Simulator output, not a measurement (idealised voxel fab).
Documented hereafter: the process module known as voxel double patterning.
Section shown: cut. Width: 190 nm. Cell size: 5 nm, square.
Each cross-section below is a grid of square cells, stated as bands in top-down order, with one or more rows of cells making up each band.
Top, bottom (nm), then materials left to right with widths (nm); lone material tagged "all across" fills the whole band edge to edge; "empty" = empty space.
Height reference: 0 = level under which incoming wafer is all one material. Lowest band: no bottom, runs on downward, e.g. "top 0, no bottom".
It should be noted that a width expressed as "30->40" varies in equal increments from row to row of cells within the band, taking the value of the first number at the top row and that of the second number at the bottom row.
"no modification" after a step means that no cell of the cross-section changed.
Enclosed voids (no open way to top), threshold 8 cells or more, entry "Closed void listing", notation width x height at distance, distance from left edge, nm.
On a step's line, text after the settings is the simulator commenting on that step.
overlay nm: mask offset rightward from planned place, masked step; negative means leftward offset.

PLAN
1) RECEIVE: material Si
2) CONFORMAL_DEP: material SiO2, thk nm 10
3) DIRECTIONAL_DEP: material polySi, thk nm 10
4) DIRECTIONAL_DEP: material SiCN, thk nm 10
5) PATTERN: tone open, mask id FIRST, material resist, width nm 15, pitch nm 50, thk nm 20, overlay nm 0
6) DIRECTIONAL_ETCH: etch materials SiCN, depth nm 10
7) STRIP: etch materials resist
8) MASKED_ETCH: tone open, mask id SECOND, width nm 15, etch materials SiCN, depth nm 10, overlay nm 0
9) DIRECTIONAL_ETCH: etch materials polySi, depth nm 10
10) STRIP: etch materials SiCN

WAFER CROSS-SECTION ON RECEIPT, I.E. AFTER STEP 1
- top 0, no bottom = Si all across
- Closed void listing: none

THE PLAN ABOVE WAS CARRIED OUT ON THE STARTING STRUCTURE ABOVE WITH ONE MISTAKE, AND THIS CROSS-SECTION SHOWS THE WAFER AT THE END OF THE MODULE
- top 20, bottom 10 = 85 empty | 15 polySi | 90 empty
- top 10, bottom 0 = SiO2 all across
- top 0, no bottom = Si all across
- Closed void listing: none
In executing the process, a mistake was made relative to the plan: step 8 was processed under conditions differing from the plan, specifically as MASKED_ETCH: tone cover, mask id SECOND, width nm 15, etch materials SiCN, depth nm 10, overlay nm 0
